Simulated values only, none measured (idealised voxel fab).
The following is a process module called voxel ribs on slabs.
Cross-section cut: width 195 nm, square cells of 5 nm.
If you're reading a cross-section in this doc, picture square cells in a grid; it comes to you as bands, top ones listed first down to the bottom, and a band can be one or more rows of cells.
It is stipulated that each band's entry specify, in nanometres, the height of the top of the band and then that of its bottom, followed by the materials of the band in left-to-right sequence, each together with its width in nanometres. A single material marked by the word "everywhere" is understood to fill the band from edge to edge; the word "blank" is understood to denote empty space.
For the purposes of this specification, 0 denotes the height below which the wafer in its as-received condition is composed wholly of one material, and the lowermost band, lacking a lower limit, extends downward without end, as expressed in "from 0 down".
Read "30..40" as a graded width: first number on top, second number at the bottom, same change between each pair of neighbouring rows.
No cell of the cross-section changed in a step that is given as "no alteration".
Entry "Closed void entries". Content: empty spaces with no open connection to the top, size 8 cells or greater. Each: width x height at distance. Distance: from left edge. Unit: nm.
The remark found on a step's line after its settings is issued by the simulator itself and pertains to that step.
overlay nm: on a step with a mask, how far right of its planned place the mask lay; negative means left.
These are the steps we planned for the process
1,RECEIVE [material Si]
2,DIRECTIONAL_DEP [material SiO2] [thk nm 25]
3,DIRECTIONAL_DEP [material SiN] [thk nm 15]
4,MASKED_ETCH [tone cover] [mask id RIB] [width nm 25] [etch materials SiN] [depth nm 10] [overlay nm 0]
5,DIRECTIONAL_DEP [material aC] [thk nm 15]
6,PATTERN [tone cover] [mask id SLAB] [material resist] [width nm 85] [thk nm 35] [overlay nm 0]
7,DIRECTIONAL_ETCH [etch materials aC] [depth nm 15]
8,STRIP [etch materials resist]
9,DIRECTIONAL_ETCH [etch materials SiN] [depth nm 5]
10,STRIP [etch materials aC]
11,FILL_DEP [material SiO2] [thk nm 20]
12,CMP [height nm 55]
13,DIRECTIONAL_DEP [material TiN] [thk nm 10]
14,MASKED_ETCH [tone cover] [mask id HEATER] [width nm 35] [etch materials TiN] [depth nm 10] [overlay nm -15]
15,CONFORMAL_DEP [material SiN] [thk nm 5]
What sets these wafers apart? The overlay nm at step 14. They all start alike, and the plan carries the first wafer's value.
The as-received cross-section of the first of several wafers corresponds to the state after step 1
  from 0 down = Si everywhere
  Closed void entries: none
The cross-section of the first of several wafers is given below for the end of the module, after its final step, step 15
  from 70 to 65 = blank 60 nm | SiN 45 nm | blank 90 nm
  from 65 to 60 = blank 60 nm | SiN 5 nm | TiN 35 nm | SiN 5 nm | blank 90 nm
  from 60 to 55 = SiN 65 nm | TiN 35 nm | SiN 95 nm
  from 55 to 40 = SiO2 everywhere
  from 40 to 30 = SiO2 85 nm | SiN 25 nm | SiO2 85 nm
  from 30 to 25 = SiO2 55 nm | SiN 85 nm | SiO2 55 nm
  from 25 to 0 = SiO2 everywhere
  from 0 down = Si everywhere
  Closed void entries: none
Sectional view of the last wafer upon completion of the module
  from 70 to 65 = blank 90 nm | SiN 45 nm | blank 60 nm
  from 65 to 60 = blank 90 nm | SiN 5 nm | TiN 35 nm | SiN 5 nm | blank 60 nm
  from 60 to 55 = SiN 95 nm | TiN 35 nm | SiN 65 nm
  from 55 to 40 = SiO2 everywhere
  from 40 to 30 = SiO2 85 nm | SiN 25 nm | SiO2 85 nm
  from 30 to 25 = SiO2 55 nm | SiN 85 nm | SiO2 55 nm
  from 25 to 0 = SiO2 everywhere
  from 0 down = Si everywhere
  Closed void entries: none
Row per wafer, end-of-module: cell gain (+)/loss (-) by material since the wafer came in, then closed voids
overlay nm -15; +70 SiN; +402 SiO2; +14 TiN; Closed void entries: none
overlay nm -10; +70 SiN; +402 SiO2; +14 TiN; Closed void entries: none
overlay nm -5; +70 SiN; +402 SiO2; +14 TiN; Closed void entries: none
overlay nm 0; +70 SiN; +402 SiO2; +14 TiN; Closed void entries: none
overlay nm 5; +70 SiN; +402 SiO2; +14 TiN; Closed void entries: none
overlay nm 10; +70 SiN; +402 SiO2; +14 TiN; Closed void entries: none
overlay nm 15; +70 SiN; +402 SiO2; +14 TiN; Closed void entries: none
